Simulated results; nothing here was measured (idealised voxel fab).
Presented below is a process module, voxel transistor to metal.
In the cross-section labelled cut, the width is 165 nm and each square cell is 5 nm.
Just so we're on the same page, the cross-sections are grids of square cells, and they're listed out in bands top to bottom, each band one or more rows deep. Heads up on the band format: heights come first, top then bottom, in nm. After that it's the materials left to right, each with its width in nm. A single material flagged "full width" fills the whole band edge to edge, and "empty" means there's empty space there. Heights are reckoned from 0. Under this level, the received wafer is all of one material. The bottommost band is open-ended downward, for example "0 nm and below". Width: "30..40" (first number = top row, second number = bottom row, same change from row to row of cells). Reading "no modification" for a step: not a cell of the cross-section changed in it. "Trapped cavities" contains a list of empty spaces, each no smaller than 8 cells and without an open way to the top, written in the form width x height at distance with the distance from the left edge and all three in nm. Formally, on a step line, whatever follows the settings is a remark that the simulator itself makes on the step. If you see "overlay nm" on a step's line and that step has a mask, it's telling you how far right of where it was planned the mask ended up; a negative number means it went left instead.
Set out below are the planned steps of the process
| 1 | RECEIVE with material Si |
| 2 | CONFORMAL_DEP with material SiO2, thk nm 5 |
| 3 | CONFORMAL_DEP with material SiN, thk nm 10 |
| 4 | DIRECTIONAL_DEP with material aC, thk nm 15 |
| 5 | PATTERN with tone cover, mask id ACTIVE, material resist, width nm 105, thk nm 30, overlay nm 0 |
| 6 | DIRECTIONAL_ETCH with etch materials aC, depth nm 15 |
| 7 | STRIP with etch materials resist |
| 8 | DIRECTIONAL_ETCH with etch materials SiN, depth nm 10 |
| 9 | DIRECTIONAL_ETCH with etch materials SiO2, depth nm 5 |
| 10 | DIRECTIONAL_ETCH with etch materials Si, depth nm 35 |
| 11 | STRIP with etch materials aC |
| 12 | FILL_DEP with material SiO2, thk nm 10 |
| 13 | CMP with height nm 15 |
| 14 | SELECTIVE_ETCH with etch materials SiO2, depth nm 5 |
| 15 | STRIP with etch materials SiN |
| 16 | SELECTIVE_ETCH with etch materials SiO2, depth nm 5 |
| 17 | OXIDIZE with depth nm 5 |
| 18 | DIRECTIONAL_DEP with material polySi, thk nm 30 |
| 19 | DIRECTIONAL_DEP with material SiCN, thk nm 10 |
| 20 | PATTERN with tone cover, mask id GATE, material resist, width nm 25, thk nm 20, overlay nm 0 |
| 21 | DIRECTIONAL_ETCH with etch materials SiCN, depth nm 20 |
| 22 | DIRECTIONAL_ETCH with etch materials polySi, depth nm 40 |
| 23 | STRIP with etch materials resist |
| 24 | CONFORMAL_DEP with material SiN, thk nm 10 |
| 25 | DIRECTIONAL_ETCH with etch materials SiN, depth nm 10 |
| 26 | DIRECTIONAL_ETCH with etch materials SiO2, depth nm 5 |
| 27 | DIRECTIONAL_ETCH with etch materials Si, depth nm 5 |
| 28 | EPI with material pSi, thk nm 5 |
| 29 | FILL_DEP with material SiO2, thk nm 10 |
| 30 | CMP with height nm 40 |
| 31 | DIRECTIONAL_DEP with material SiO2, thk nm 15 |
| 32 | PATTERN with tone open, mask id CONTACT, material resist, width nm 30, pitch nm 65, thk nm 20, overlay nm 0 |
| 33 | DIRECTIONAL_ETCH with etch materials SiO2, depth nm 60 |
| 34 | STRIP with etch materials resist |
| 35 | CONFORMAL_DEP with material TiN, thk nm 5 |
| 36 | FILL_DEP with material Ru, thk nm 5 |
| 37 | CMP with height nm 55 |
| 38 | DIRECTIONAL_DEP with material TiN, thk nm 5 |
| 39 | DIRECTIONAL_DEP with material Ru, thk nm 20 |
| 40 | PATTERN with tone cover, mask id METAL_1, material resist, width nm 15, pitch nm 80, thk nm 20, overlay nm 0 |
| 41 | DIRECTIONAL_ETCH with etch materials Ru, depth nm 20 |
| 42 | DIRECTIONAL_ETCH with etch materials TiN, depth nm 5 |
| 43 | STRIP with etch materials resist |
| 44 | CONFORMAL_DEP with material SiN, thk nm 5 |
| 45 | FILL_DEP with material lowk, thk nm 10 |
| 46 | CMP with height nm 80 |
| 47 | CONFORMAL_DEP with material SiN, thk nm 5 |
First of two wafers: run as planned
Step 1 complete: cross-section of the wafer as received
	0 nm and below = Si full width
	Trapped cavities: none
after step 2
	5 nm to 0 nm = SiO2 full width
	No changes below 0.
after step 3
	15 nm to 5 nm = SiN full width
	No changes below 5.
after step 4
	30 nm to 15 nm = aC full width
	No changes below 15.
after step 5
	60 nm to 30 nm = 30 empty | 105 resist | 30 empty
	No changes below 30.
after step 6
	45 nm to 30 nm = 30 empty | 105 resist | 30 empty
	30 nm to 15 nm = 30 empty | 105 aC | 30 empty
	No changes below 15.
after step 7
	30 nm to 15 nm = 30 empty | 105 aC | 30 empty
	No changes below 15.
after step 8
	30 nm to 15 nm = 30 empty | 105 aC | 30 empty
	15 nm to 5 nm = 30 empty | 105 SiN | 30 empty
	No changes below 5.
after step 9
	30 nm to 15 nm = 30 empty | 105 aC | 30 empty
	15 nm to 5 nm = 30 empty | 105 SiN | 30 empty
	5 nm to 0 nm = 30 empty | 105 SiO2 | 30 empty
	No changes below 0.
after step 10
	30 nm to 15 nm = 30 empty | 105 aC | 30 empty
	15 nm to 5 nm = 30 empty | 105 SiN | 30 empty
	5 nm to 0 nm = 30 empty | 105 SiO2 | 30 empty
	0 nm to -35 nm = 30 empty | 105 Si | 30 empty
	No changes below -35.
after step 11
	15 nm to 5 nm = 30 empty | 105 SiN | 30 empty
	No changes below 5.
after step 12
	25 nm to 15 nm = SiO2 full width
	15 nm to 5 nm = 30 SiO2 | 105 SiN | 30 SiO2
	5 nm to 0 nm = SiO2 full width
	0 nm to -35 nm = 30 SiO2 | 105 Si | 30 SiO2
	No changes below -35.
after step 13
	15 nm to 5 nm = 30 SiO2 | 105 SiN | 30 SiO2
	No changes below 5.
after step 14
	15 nm to 10 nm = 30 empty | 105 SiN | 30 empty
	No changes below 10.
after step 15
	10 nm to 5 nm = 30 SiO2 | 105 empty | 30 SiO2
	No changes below 5.
after step 16
	5 nm to 0 nm = 25 SiO2 | 115 empty | 25 SiO2
	No changes below 0.
after step 17
	5 nm to 0 nm = 25 SiO2 | 115 empty | 25 SiO2
	0 nm to -5 nm = SiO2 full width
	No changes below -5.
after step 18
	35 nm to 30 nm = 25 polySi | 115 empty | 25 polySi
	30 nm to 5 nm = polySi full width
	5 nm to 0 nm = 25 SiO2 | 115 polySi | 25 SiO2
	No changes below 0.
after step 19
	45 nm to 40 nm = 25 SiCN | 115 empty | 25 SiCN
	40 nm to 35 nm = SiCN full width
	35 nm to 30 nm = 25 polySi | 115 SiCN | 25 polySi
	No changes below 30.
after step 20
	65 nm to 45 nm = 70 empty | 25 resist | 70 empty
	45 nm to 40 nm = 25 SiCN | 45 empty | 25 resist | 45 empty | 25 SiCN
	No changes below 40.
after step 21
	65 nm to 40 nm = 70 empty | 25 resist | 70 empty
	40 nm to 35 nm = 70 empty | 25 SiCN | 70 empty
	35 nm to 30 nm = 25 polySi | 45 empty | 25 SiCN | 45 empty | 25 polySi
	No changes below 30.
after step 22
	65 nm to 40 nm = 70 empty | 25 resist | 70 empty
	40 nm to 30 nm = 70 empty | 25 SiCN | 70 empty
	30 nm to 5 nm = 70 empty | 25 polySi | 70 empty
	5 nm to 0 nm = 25 SiO2 | 45 empty | 25 polySi | 45 empty | 25 SiO2
	No changes below 0.
after step 23
	40 nm to 30 nm = 70 empty | 25 SiCN | 70 empty
	No changes below 30.
after step 24
	50 nm to 40 nm = 60 empty | 45 SiN | 60 empty
	40 nm to 30 nm = 60 empty | 10 SiN | 25 SiCN | 10 SiN | 60 empty
	30 nm to 15 nm = 60 empty | 10 SiN | 25 polySi | 10 SiN | 60 empty
	15 nm to 10 nm = 35 SiN | 25 empty | 10 SiN | 25 polySi | 10 SiN | 25 empty | 35 SiN
	10 nm to 5 nm = 70 SiN | 25 polySi | 70 SiN
	5 nm to 0 nm = 25 SiO2 | 45 SiN | 25 polySi | 45 SiN | 25 SiO2
	No changes below 0.
after step 25
	40 nm to 30 nm = 60 empty | 10 SiN | 25 SiCN | 10 SiN | 60 empty
	30 nm to 5 nm = 60 empty | 10 SiN | 25 polySi | 10 SiN | 60 empty
	5 nm to 0 nm = 25 SiO2 | 10 SiN | 25 empty | 10 SiN | 25 polySi | 10 SiN | 25 empty | 10 SiN | 25 SiO2
	No changes below 0.
after step 26
	40 nm to 30 nm = 60 empty | 10 SiN | 25 SiCN | 10 SiN | 60 empty
	30 nm to 5 nm = 60 empty | 10 SiN | 25 polySi | 10 SiN | 60 empty
	5 nm to 0 nm = 25 empty | 10 SiN | 25 empty | 10 SiN | 25 polySi | 10 SiN | 25 empty | 10 SiN | 25 empty
	0 nm to -5 nm = 35 SiO2 | 25 empty | 45 SiO2 | 25 empty | 35 SiO2
	No changes below -5.
after step 27
	40 nm to 30 nm = 60 empty | 10 SiN | 25 SiCN | 10 SiN | 60 empty
	30 nm to 5 nm = 60 empty | 10 SiN | 25 polySi | 10 SiN | 60 empty
	5 nm to 0 nm = 25 empty | 10 SiN | 25 empty | 10 SiN | 25 polySi | 10 SiN | 25 empty | 10 SiN | 25 empty
	0 nm to -5 nm = 35 SiO2 | 25 empty | 45 SiO2 | 25 empty | 35 SiO2
	-5 nm to -10 nm = 30 SiO2 | 5 Si | 25 empty | 45 Si | 25 empty | 5 Si | 30 SiO2
	No changes below -10.
after step 28
	40 nm to 30 nm = 60 empty | 10 SiN | 25 SiCN | 10 SiN | 60 empty
	30 nm to 5 nm = 60 empty | 10 SiN | 25 polySi | 10 SiN | 60 empty
	5 nm to 0 nm = 25 empty | 10 SiN | 25 empty | 10 SiN | 25 polySi | 10 SiN | 25 empty | 10 SiN | 25 empty
	0 nm to -5 nm = 35 SiO2 | 5 pSi | 15 empty | 5 pSi | 45 SiO2 | 5 pSi | 15 empty | 5 pSi | 35 SiO2
	-5 nm to -10 nm = 30 SiO2 | 5 Si | 25 pSi | 45 Si | 25 pSi | 5 Si | 30 SiO2
	No changes below -10.
after step 29
	50 nm to 40 nm = SiO2 full width
	40 nm to 30 nm = 60 SiO2 | 10 SiN | 25 SiCN | 10 SiN | 60 SiO2
	30 nm to 5 nm = 60 SiO2 | 10 SiN | 25 polySi | 10 SiN | 60 SiO2
	5 nm to 0 nm = 25 SiO2 | 10 SiN | 25 SiO2 | 10 SiN | 25 polySi | 10 SiN | 25 SiO2 | 10 SiN | 25 SiO2
	0 nm to -5 nm = 35 SiO2 | 5 pSi | 15 SiO2 | 5 pSi | 45 SiO2 | 5 pSi | 15 SiO2 | 5 pSi | 35 SiO2
	No changes below -5.
after step 30
	40 nm to 30 nm = 60 SiO2 | 10 SiN | 25 SiCN | 10 SiN | 60 SiO2
	No changes below 30.
after step 31
	55 nm to 40 nm = SiO2 full width
	No changes below 40.
after step 32
	75 nm to 55 nm = 35 resist | 30 empty | 35 resist | 30 empty | 35 resist
	No changes below 55.
after step 33
	75 nm to 55 nm = 35 resist | 30 empty | 35 resist | 30 empty | 35 resist
	55 nm to 40 nm = 35 SiO2 | 30 empty | 35 SiO2 | 30 empty | 35 SiO2
	40 nm to 30 nm = 35 SiO2 | 25 empty | 10 SiN | 25 SiCN | 10 SiN | 25 empty | 35 SiO2
	30 nm to 5 nm = 35 SiO2 | 25 empty | 10 SiN | 25 polySi | 10 SiN | 25 empty | 35 SiO2
	5 nm to 0 nm = 25 SiO2 | 10 SiN | 25 empty | 10 SiN | 25 polySi | 10 SiN | 25 empty | 10 SiN | 25 SiO2
	0 nm to -5 nm = 35 SiO2 | 5 pSi | 15 empty | 5 pSi | 45 SiO2 | 5 pSi | 15 empty | 5 pSi | 35 SiO2
	No changes below -5.
after step 34
	55 nm to 40 nm = 35 SiO2 | 30 empty | 35 SiO2 | 30 empty | 35 SiO2
	No changes below 40.
after step 35
	60 nm to 55 nm = 40 TiN | 20 empty | 45 TiN | 20 empty | 40 TiN
	55 nm to 45 nm = 35 SiO2 | 5 TiN | 20 empty | 5 TiN | 35 SiO2 | 5 TiN | 20 empty | 5 TiN | 35 SiO2
	45 nm to 40 nm = 35 SiO2 | 5 TiN | 15 empty | 10 TiN | 35 SiO2 | 10 TiN | 15 empty | 5 TiN | 35 SiO2
	40 nm to 30 nm = 35 SiO2 | 5 TiN | 15 empty | 5 TiN | 10 SiN | 25 SiCN | 10 SiN | 5 TiN | 15 empty | 5 TiN | 35 SiO2
	30 nm to 5 nm = 35 SiO2 | 5 TiN | 15 empty | 5 TiN | 10 SiN | 25 polySi | 10 SiN | 5 TiN | 15 empty | 5 TiN | 35 SiO2
	5 nm to 0 nm = 25 SiO2 | 10 SiN | 10 TiN | 5 empty | 10 TiN | 10 SiN | 25 polySi | 10 SiN | 10 TiN | 5 empty | 10 TiN | 10 SiN | 25 SiO2
	0 nm to -5 nm = 35 SiO2 | 5 pSi | 15 TiN | 5 pSi | 45 SiO2 | 5 pSi | 15 TiN | 5 pSi | 35 SiO2
	No changes below -5.
after step 36
	65 nm to 60 nm = Ru full width
	60 nm to 55 nm = 40 TiN | 20 Ru | 45 TiN | 20 Ru | 40 TiN
	55 nm to 45 nm = 35 SiO2 | 5 TiN | 20 Ru | 5 TiN | 35 SiO2 | 5 TiN | 20 Ru | 5 TiN | 35 SiO2
	45 nm to 40 nm = 35 SiO2 | 5 TiN | 15 Ru | 10 TiN | 35 SiO2 | 10 TiN | 15 Ru | 5 TiN | 35 SiO2
	40 nm to 30 nm = 35 SiO2 | 5 TiN | 15 Ru | 5 TiN | 10 SiN | 25 SiCN | 10 SiN | 5 TiN | 15 Ru | 5 TiN | 35 SiO2
	30 nm to 5 nm = 35 SiO2 | 5 TiN | 15 Ru | 5 TiN | 10 SiN | 25 polySi | 10 SiN | 5 TiN | 15 Ru | 5 TiN | 35 SiO2
	5 nm to 0 nm = 25 SiO2 | 10 SiN | 10 TiN | 5 Ru | 10 TiN | 10 SiN | 25 polySi | 10 SiN | 10 TiN | 5 Ru | 10 TiN | 10 SiN | 25 SiO2
	No changes below 0.
after step 37
	55 nm to 45 nm = 35 SiO2 | 5 TiN | 20 Ru | 5 TiN | 35 SiO2 | 5 TiN | 20 Ru | 5 TiN | 35 SiO2
	No changes below 45.
after step 38
	60 nm to 55 nm = TiN full width
	No changes below 55.
after step 39
	80 nm to 60 nm = Ru full width
	No changes below 60.
after step 40
	100 nm to 80 nm = 35 empty | 15 resist | 65 empty | 15 resist | 35 empty
	No changes below 80.
after step 41
	100 nm to 80 nm = 35 empty | 15 resist | 65 empty | 15 resist | 35 empty
	80 nm to 60 nm = 35 empty | 15 Ru | 65 empty | 15 Ru | 35 empty
	No changes below 60.
after step 42
	100 nm to 80 nm = 35 empty | 15 resist | 65 empty | 15 resist | 35 empty
	80 nm to 60 nm = 35 empty | 15 Ru | 65 empty | 15 Ru | 35 empty
	60 nm to 55 nm = 35 empty | 15 TiN | 65 empty | 15 TiN | 35 empty
	No changes below 55.
after step 43
	80 nm to 60 nm = 35 empty | 15 Ru | 65 empty | 15 Ru | 35 empty
	No changes below 60.
after step 44
	85 nm to 80 nm = 30 empty | 25 SiN | 55 empty | 25 SiN | 30 empty
	80 nm to 60 nm = 30 empty | 5 SiN | 15 Ru | 5 SiN | 55 empty | 5 SiN | 15 Ru | 5 SiN | 30 empty
	60 nm to 55 nm = 35 SiN | 15 TiN | 65 SiN | 15 TiN | 35 SiN
	No changes below 55.
after step 45
	95 nm to 85 nm = lowk full width
	85 nm to 80 nm = 30 lowk | 25 SiN | 55 lowk | 25 SiN | 30 lowk
	80 nm to 60 nm = 30 lowk | 5 SiN | 15 Ru | 5 SiN | 55 lowk | 5 SiN | 15 Ru | 5 SiN | 30 lowk
	No changes below 60.
after step 46
	80 nm to 60 nm = 30 lowk | 5 SiN | 15 Ru | 5 SiN | 55 lowk | 5 SiN | 15 Ru | 5 SiN | 30 lowk
	No changes below 60.
after step 47
	85 nm to 80 nm = SiN full width
	No changes below 80.
What follows concerns the second wafer, which started out like the first and was meant to follow the very same plan; one mistake crept in when it was run, but everything up to and including step 37 is the same as for the first wafer
Second wafer, cross-section, planned end of step 38
	75 nm to 55 nm = Ru full width
	No changes below 55.
Second wafer, cross-section, planned end of step 39
	80 nm to 75 nm = TiN full width
	No changes below 75.
Second wafer, cross-section, planned end of step 40
	100 nm to 80 nm = 35 empty | 15 resist | 65 empty | 15 resist | 35 empty
	No changes below 80.
Second wafer, cross-section, planned end of step 41: no modification
Second wafer, cross-section, planned end of step 42
	100 nm to 80 nm = 35 empty | 15 resist | 65 empty | 15 resist | 35 empty
	80 nm to 75 nm = 35 empty | 15 TiN | 65 empty | 15 TiN | 35 empty
	No changes below 75.
Second wafer, cross-section, planned end of step 43
	80 nm to 75 nm = 35 empty | 15 TiN | 65 empty | 15 TiN | 35 empty
	No changes below 75.
Second wafer, cross-section, planned end of step 44
	85 nm to 80 nm = 30 empty | 25 SiN | 55 empty | 25 SiN | 30 empty
	80 nm to 75 nm = 35 SiN | 15 TiN | 65 SiN | 15 TiN | 35 SiN
	No changes below 75.
Second wafer, cross-section, planned end of step 45
	95 nm to 85 nm = lowk full width
	85 nm to 80 nm = 30 lowk | 25 SiN | 55 lowk | 25 SiN | 30 lowk
	No changes below 80.
Second wafer, cross-section, planned end of step 46
	80 nm to 75 nm = 35 SiN | 15 TiN | 65 SiN | 15 TiN | 35 SiN
	No changes below 75.
Second wafer, cross-section, planned end of step 47
	85 nm to 80 nm = SiN full width
	No changes below 80.
In executing the process, a mistake was made relative to the plan: steps 38 and 39 traded places in the executed sequence
End check, counted in cells, second wafer has more or fewer of these materials than the first: +108 Ru | -16 SiN | -92 lowk
